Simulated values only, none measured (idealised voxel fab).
Documented hereafter: the process module known as voxel plated lines.
This is section cut - it's 200 nm across, gridded in 5 nm square cells.
A cross-section is a grid of square cells, given in bands from the top down. A band is one or more rows of cells. A band entry consists of two parts. The first gives the height of the band's top and the height of its bottom, in nm. The rest lists the band's materials from left to right, each with its width in nm. A single material labelled with the word "all across" fills the band from edge to edge, and the word "air" marks empty space. For the purposes of this specification, 0 denotes the height below which the wafer in its as-received condition is composed wholly of one material, and the lowermost band, lacking a lower limit, extends downward without end, as expressed in "0 down". Width: "30->40" (first number = top row, second number = bottom row, same change from row to row of cells). "everything unchanged" (step): cross-section cells unchanged, all of them. For the entry "Entrapped voids", the listed items are empty spaces with no open way to the top whose size is 8 cells or more; each item follows the pattern width x height at distance, where distance is from the left edge and all three are in nm. Past the settings on a step's line: simulator remark, on that step. The optional step-line setting "overlay nm" applies to steps with a mask and quantifies how far to the right of its planned location the mask lay, a negative value indicating leftward placement.
Intended process steps
| 1 | RECEIVE | material Si |
| 2 | CONFORMAL_DEP | material Al2O3 | thk nm 10 |
| 3 | DIRECTIONAL_DEP | material TiN | thk nm 5 |
| 4 | PATTERN | tone open | mask id LINES | material resist | width nm 15 | pitch nm 55 | thk nm 35 | overlay nm 0 |
| 5 | EPI | material Ru | thk nm 10 |
| 6 | EPI | material Ru | thk nm 5 |
| 7 | EPI | material Ru | thk nm 5 |
| 8 | STRIP | etch materials resist |
| 9 | DIRECTIONAL_ETCH | etch materials TiN | depth nm 5 |
| 10 | CONFORMAL_DEP | material SiN | thk nm 10 |
The value of width nm given for step 4 in the plan refers to the first wafer; the wafers vary in this setting and are alike at the start.
Incoming state of the first of several wafers in cross-section: after step 1
    0 down | Si all across
    Entrapped voids: none
Rows = wafers. At module end, each row lists per material the cells gained (+) or lost (-) since the wafer was received, then the closed voids
width nm 15, +80 Al2O3, +24 Ru, +120 SiN, +6 TiN, Entrapped voids: none
width nm 20, +80 Al2O3, +32 Ru, +120 SiN, +8 TiN, Entrapped voids: none
width nm 25, +80 Al2O3, +40 Ru, +120 SiN, +10 TiN, Entrapped voids: none
width nm 30, +80 Al2O3, +48 Ru, +120 SiN, +12 TiN, Entrapped voids: none
width nm 35, +80 Al2O3, +56 Ru, +120 SiN, +14 TiN, Entrapped voids: none
width nm 40, +80 Al2O3, +64 Ru, +115 SiN, +16 TiN, Entrapped voids: none
